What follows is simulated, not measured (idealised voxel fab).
process module | voxel self aligned vias
cross-section cut | 295 nm wide | cells 5 nm
A cross-section is a grid of square cells, given in bands from the top down. A band is one or more rows of cells.
Each band's line starts with the height of the band's top and of its bottom, in nm. Then come its materials from left to right, each with its width in nm. One material with "throughout" fills the band from edge to edge. "air" is empty space.
Height 0 is the level under which the wafer as received is all one material. The lowest band goes on downwards, as in "0 down".
A width such as "30 to 40" changes by the same amount from each row of cells to the next, from the band's top row to its bottom row.
"no change" after a step means that no cell of the cross-section changed.
closed voids: empty space of 8 cells or more with no open way to the top, each as width x height at its distance from the left edge, in nm
after a step's settings: what the simulator itself notes on the step
overlay nm, on a step with a mask: how far to the right of its planned place the mask lay; to the left if negative
plan
1 op RECEIVE | material Si
2 op CONFORMAL_DEP | material SiO2 | thk nm 10
3 op CONFORMAL_DEP | material SiCN | thk nm 5
4 op DIRECTIONAL_DEP | material lowk | thk nm 25
5 op DIRECTIONAL_DEP | material aC | thk nm 10
6 op PATTERN | tone open | mask id LINES | material resist | width nm 25 | pitch nm 50 | thk nm 30 | overlay nm 0
7 op DIRECTIONAL_ETCH | etch materials aC | depth nm 10
8 op STRIP | etch materials resist
9 op DIRECTIONAL_ETCH | etch materials lowk | depth nm 25
10 op STRIP | etch materials aC
11 op CONFORMAL_DEP | material TiN | thk nm 5
12 op FILL_DEP | material Ru | thk nm 5
13 op CMP | height nm 40
14 op SELECTIVE_ETCH | etch materials W Ru TiN | depth nm 5
15 op FILL_DEP | material SiN | thk nm 10
16 op CMP | height nm 40
17 op DIRECTIONAL_DEP | material lowk | thk nm 15
18 op PATTERN | tone open | mask id VIAS | material resist | width nm 35 | thk nm 15 | overlay nm 0
19 op DIRECTIONAL_ETCH | etch materials lowk | depth nm 15
20 op DIRECTIONAL_ETCH | etch materials SiN | depth nm 5
21 op STRIP | etch materials resist
22 op CONFORMAL_DEP | material TiN | thk nm 5
23 op FILL_DEP | material Cu | thk nm 10
24 op CMP | height nm 55
25 op CONFORMAL_DEP | material SiCN | thk nm 5
as received, after step 1
  0 down: Si throughout
  closed voids: none
first wafer at the end, as planned
  60 to 55: SiCN throughout
  55 to 45: lowk 105 | TiN 5 | Cu 25 | TiN 5 | lowk 155
  45 to 40: lowk 105 | TiN 10 | Cu 15 | TiN 10 | lowk 155
  40 to 35: lowk 110 | TiN 25 | lowk 25 | SiN 25 | lowk 110
  35 to 20: lowk 110 | TiN 5 | Ru 15 | TiN 5 | lowk 25 | TiN 5 | Ru 15 | TiN 5 | lowk 110
  20 to 15: lowk 110 | TiN 25 | lowk 25 | TiN 25 | lowk 110
  15 to 10: SiCN throughout
  10 to 0: SiO2 throughout
  0 down: Si throughout
  closed voids: none
second wafer at the end: like start, like plan, one mistake
  60 to 55: SiCN throughout
  55 to 45: lowk 110 | TiN 5 | Cu 20 | TiN 5 | lowk 155
  45 to 40: lowk 110 | TiN 5 | Cu 15 | TiN 10 | lowk 155
  40 to 35: lowk 110 | TiN 25 | lowk 25 | SiN 25 | lowk 110
  35 to 20: lowk 110 | TiN 5 | Ru 15 | TiN 5 | lowk 25 | TiN 5 | Ru 15 | TiN 5 | lowk 110
  20 to 15: lowk 110 | TiN 25 | lowk 25 | TiN 25 | lowk 110
  15 to 10: SiCN throughout
  10 to 0: SiO2 throughout
  0 down: Si throughout
  closed voids: none
what went wrong: step 18 ran as: op PATTERN | tone open | mask id VIAS | material resist | width nm 30 | thk nm 15 | overlay nm 0
at the end the second wafer has, in cells: 2 fewer of Cu | 1 fewer of TiN | 3 more of lowk
